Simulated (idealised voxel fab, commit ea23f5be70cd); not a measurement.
You're looking at the process module voxel capacitor over wiring.
The figure presents cross-section cut, which has a width of 200 nm and is divided into square cells with an edge length of 5 nm.
Think of the cross-section as a grid of square cells. We describe it in bands, top to bottom, and each band covers one or more rows of those cells.
Basically the band line says how high the top is and how high the bottom is, in nm, and then what's in it from left to right, every material with its width in nm. Empty space shows up as "empty", and if a single material carries "edge to edge" it runs the full band edge to edge.
Height reference: 0 = level under which incoming wafer is all one material. Lowest band: no bottom, runs on downward, e.g. "from 0 down".
Note: "30 to 40" means the width goes from the first number (top row of the band) to the second number (bottom row) in equal steps per row of cells.
"left unchanged" -> step changed no cross-section cell.
The list in "Enclosed cavity list" covers empty spaces of 8 cells or more that cannot reach the top through any open way, and it gives each as width x height at distance; the distance is from the left edge, and width, height and distance are in nm.
Step line, after settings: the simulator's comment on this step.
overlay nm: mask offset rightward from planned place, masked step; negative means leftward offset.

**Planned step list for the process**
1: RECEIVE: material Si
2: CONFORMAL_DEP: material SiO2, thk nm 15
3: DIRECTIONAL_DEP: material TiN, thk nm 5
4: DIRECTIONAL_DEP: material Ru, thk nm 20
5: MASKED_ETCH: tone cover, mask id METAL_1, width nm 20, pitch nm 90, etch materials Ru, depth nm 20, overlay nm 0
6: MASKED_ETCH: tone cover, mask id METAL_1, width nm 20, pitch nm 90, etch materials TiN, depth nm 5, overlay nm 0
7: FILL_DEP: material SiO2, thk nm 10
8: CMP: height nm 40
9: CONFORMAL_DEP: material SiCN, thk nm 5
10: DIRECTIONAL_DEP: material lowk, thk nm 15
11: MASKED_ETCH: tone open, mask id PLUG_1, width nm 15, etch materials lowk, depth nm 15, overlay nm 0
12: MASKED_ETCH: tone open, mask id PLUG_1, width nm 15, etch materials SiCN, depth nm 5, overlay nm 0
13: EPI: material Ru, thk nm 10
14: EPI: material Ru, thk nm 10
15: DIRECTIONAL_DEP: material TiN, thk nm 10
16: DIRECTIONAL_DEP: material SiN, thk nm 5
17: DIRECTIONAL_DEP: material TiN, thk nm 10
18: DIRECTIONAL_DEP: material aC, thk nm 15
19: PATTERN: tone cover, mask id UPPER_PLATE, material resist, width nm 75, thk nm 30, overlay nm 0
20: DIRECTIONAL_ETCH: etch materials aC, depth nm 15
21: STRIP: etch materials resist
22: DIRECTIONAL_ETCH: etch materials TiN, depth nm 10
23: DIRECTIONAL_ETCH: etch materials SiN, depth nm 5
24: STRIP: etch materials aC
25: MASKED_ETCH: tone cover, mask id LOWER_PLATE, width nm 85, etch materials TiN, depth nm 5, overlay nm 0
26: FILL_DEP: material SiO2, thk nm 20
27: CMP: height nm 100
28: PATTERN: tone open, mask id PLUG_2, material resist, width nm 15, thk nm 15, overlay nm 0
29: DIRECTIONAL_ETCH: etch materials SiO2, depth nm 15
30: STRIP: etch materials resist
31: CONFORMAL_DEP: material TiN, thk nm 5
32: FILL_DEP: material W, thk nm 10
33: CMP: height nm 100
34: CONFORMAL_DEP: material SiCN, thk nm 5
Across this set of wafers, the varied parameter is the depth nm of step 25. Starting conditions are identical for every wafer, and the plan reports the value assigned to the first wafer.

**The first of several wafers as received, shown in cross-section; this is its state after step 1**
> from 0 down  Si edge to edge
> Enclosed cavity list: none

**Note: the following table is arranged by wafer, a row apiece. Each row reports the end-of-module state: per material, cells gained (+) or cells lost (-) compared with the wafer as received; closed voids follow**
depth nm 5 | +44 Ru | +77 SiCN | +15 SiN | +489 SiO2 | +102 TiN | +2 W | +111 lowk | Enclosed cavity list: none
depth nm 10 | +44 Ru | +77 SiCN | +15 SiN | +512 SiO2 | +79 TiN | +2 W | +111 lowk | Enclosed cavity list: none
depth nm 15 | +44 Ru | +77 SiCN | +15 SiN | +512 SiO2 | +79 TiN | +2 W | +111 lowk | Enclosed cavity list: none
depth nm 20 | +44 Ru | +77 SiCN | +15 SiN | +512 SiO2 | +79 TiN | +2 W | +111 lowk | Enclosed cavity list: none
depth nm 25 | +44 Ru | +77 SiCN | +15 SiN | +512 SiO2 | +79 TiN | +2 W | +111 lowk | Enclosed cavity list: none
